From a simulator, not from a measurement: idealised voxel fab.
process module | voxel self aligned vias
cross-section cut | 245 nm wide | cells 5 nm
A cross-section is a grid of square cells, given in bands from the top down. A band is one or more rows of cells.
Each band's line starts with the height of the band's top and of its bottom, in nm. Then come its materials from left to right, each with its width in nm. One material with "throughout" fills the band from edge to edge. "air" is empty space.
Height 0 is the level under which the wafer as received is all one material. The lowest band goes on downwards, as in "0 down".
A width such as "30 to 40" changes by the same amount from each row of cells to the next, from the band's top row to its bottom row.
"no change" after a step means that no cell of the cross-section changed.
closed voids: empty space of 8 cells or more with no open way to the top, each as width x height at its distance from the left edge, in nm
after a step's settings: what the simulator itself notes on the step
overlay nm, on a step with a mask: how far to the right of its planned place the mask lay; to the left if negative
plan
1 op RECEIVE | material Si
2 op CONFORMAL_DEP | material SiO2 | thk nm 10
3 op CONFORMAL_DEP | material SiCN | thk nm 5
4 op DIRECTIONAL_DEP | material lowk | thk nm 25
5 op MASKED_ETCH | tone open | mask id LINES | width nm 25 | pitch nm 60 | etch materials lowk | depth nm 25 | overlay nm 0
6 op CONFORMAL_DEP | material TiN | thk nm 5
7 op FILL_DEP | material W | thk nm 5
8 op CMP | height nm 40
9 op SELECTIVE_ETCH | etch materials W Ru TiN | depth nm 10
10 op FILL_DEP | material SiN | thk nm 5
11 op CMP | height nm 40
12 op DIRECTIONAL_DEP | material lowk | thk nm 20
13 op PATTERN | tone open | mask id VIAS | material resist | width nm 45 | pitch nm 60 | thk nm 20 | overlay nm 0
14 op DIRECTIONAL_ETCH | etch materials lowk | depth nm 20
15 op DIRECTIONAL_ETCH | etch materials SiN | depth nm 10
16 op STRIP | etch materials resist
17 op CONFORMAL_DEP | material TiN | thk nm 5
18 op FILL_DEP | material Ru | thk nm 5
19 op CMP | height nm 60
20 op CONFORMAL_DEP | material SiN | thk nm 5
as received, after step 1
  0 down: Si throughout
  closed voids: none
first wafer at the end, as planned
  65 to 60: SiN throughout
  60 to 45: lowk 70 | TiN 5 | Ru 35 | TiN 5 | lowk 15 | TiN 5 | Ru 35 | TiN 5 | lowk 70
  45 to 35: lowk 70 to 80 | TiN 15 to 5 | Ru 15 | TiN 15 to 5 | lowk 15 to 35 | TiN 15 to 5 | Ru 15 | TiN 15 to 5 | lowk 70 to 80
  35 to 30: lowk 80 | TiN 25 | lowk 35 | TiN 25 | lowk 80
  30 to 20: lowk 80 | TiN 5 | W 15 | TiN 5 | lowk 35 | TiN 5 | W 15 | TiN 5 | lowk 80
  20 to 15: lowk 80 | TiN 25 | lowk 35 | TiN 25 | lowk 80
  15 to 10: SiCN throughout
  10 to 0: SiO2 throughout
  0 down: Si throughout
  closed voids: none
second wafer at the end: like start, like plan, one mistake
  65 to 60: SiN throughout
  60 to 35: lowk 70 | TiN 5 | Ru 35 | TiN 5 | lowk 15 | TiN 5 | Ru 35 | TiN 5 | lowk 70
  35 to 30: lowk 70 | TiN 45 | lowk 15 | TiN 45 | lowk 70
  30 to 20: lowk 70 | TiN 15 | W 15 | TiN 15 | lowk 15 | TiN 15 | W 15 | TiN 15 | lowk 70
  20 to 15: lowk 80 | TiN 25 | lowk 35 | TiN 25 | lowk 80
  15 to 10: SiCN throughout
  10 to 0: SiO2 throughout
  0 down: Si throughout
  closed voids: none
what went wrong: step 14 was run twice
at the end the second wafer has, in cells: 16 more of Ru | 16 more of TiN | 32 fewer of lowk
